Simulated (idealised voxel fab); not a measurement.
Herein follows the process module entitled voxel air gaps.
Xsec cut, 220 nm wide, square cell size 5 nm.
In this document a cross-section is written as a grid of square cells. It is given as a series of bands, listed from the top down, and a band is one or more rows of cells. Read a band's entry like this: the first values are the height of its top and the height of its bottom in nm, and what follows is the sequence of materials from left to right, each with its width in nm. Note that "air" is empty space, and that a single material marked "everywhere" reaches across the band from edge to edge. The reference from which all heights are counted is 0, the level beneath which the as-received wafer is entirely one material; the lowest band, having no lower bound, proceeds downward and is written after the example "0 -> down". Width: "30->40" (first number = top row, second number = bottom row, same change from row to row of cells). Where the words "left unchanged" appear for a step, the cross-section shows no cell changed by that step; every cell remained as before. So "Sealed-off cavities" is basically the list of trapped voids: any empty space of 8 cells or more that can't reach the top through an opening. They're written width x height at distance, the distance being from the left edge, and it's all nm. Whatever follows a step's settings on its line is a remark the simulator itself makes about that step. overlay nm: how far to the right of its planned place the mask lay on this masked step (negative: to the left).
**Here's what the planned process steps look like**
1) RECEIVE with material Si
2) CONFORMAL_DEP with material SiO2, thk nm 10
3) CONFORMAL_DEP with material SiN, thk nm 5
4) DIRECTIONAL_DEP with material SiO2, thk nm 40
5) MASKED_ETCH with tone open, mask id LINES, width nm 15, pitch nm 40, etch materials SiO2, depth nm 40, overlay nm 0
6) CONFORMAL_DEP with material TiN, thk nm 5
7) FILL_DEP with material Ru, thk nm 5
8) CMP with height nm 55
9) EPI with material Ru, thk nm 10
10) SELECTIVE_ETCH with etch materials SiO2, depth nm 50
11) CONFORMAL_DEP with material SiCN, thk nm 5
**Wafer at receipt (post step 1), cross-section**
> 0 -> down  Si everywhere
> Sealed-off cavities: none
**Wafer at module end, in section. Began as above, planned as above, run with one mistake**
> 70 -> 65  SiCN everywhere
> 65 -> 55  Ru everywhere
> 55 -> 50  TiN 65 nm  Ru 5 nm  TiN 35 nm  Ru 5 nm  TiN 35 nm  Ru 5 nm  TiN 70 nm
> 50 -> 15  SiO2 60 nm  TiN 5 nm  Ru 5 nm  TiN 5 nm  SiO2 25 nm  TiN 5 nm  Ru 5 nm  TiN 5 nm  SiO2 25 nm  TiN 5 nm  Ru 5 nm  TiN 5 nm  SiO2 65 nm
> 15 -> 10  SiO2 60 nm  TiN 15 nm  SiO2 25 nm  TiN 15 nm  SiO2 25 nm  TiN 15 nm  SiO2 65 nm
> 10 -> 0  SiO2 everywhere
> 0 -> down  Si everywhere
> Sealed-off cavities: none
Error vs. plan: step 3 in the plan did not get run; it was skipped
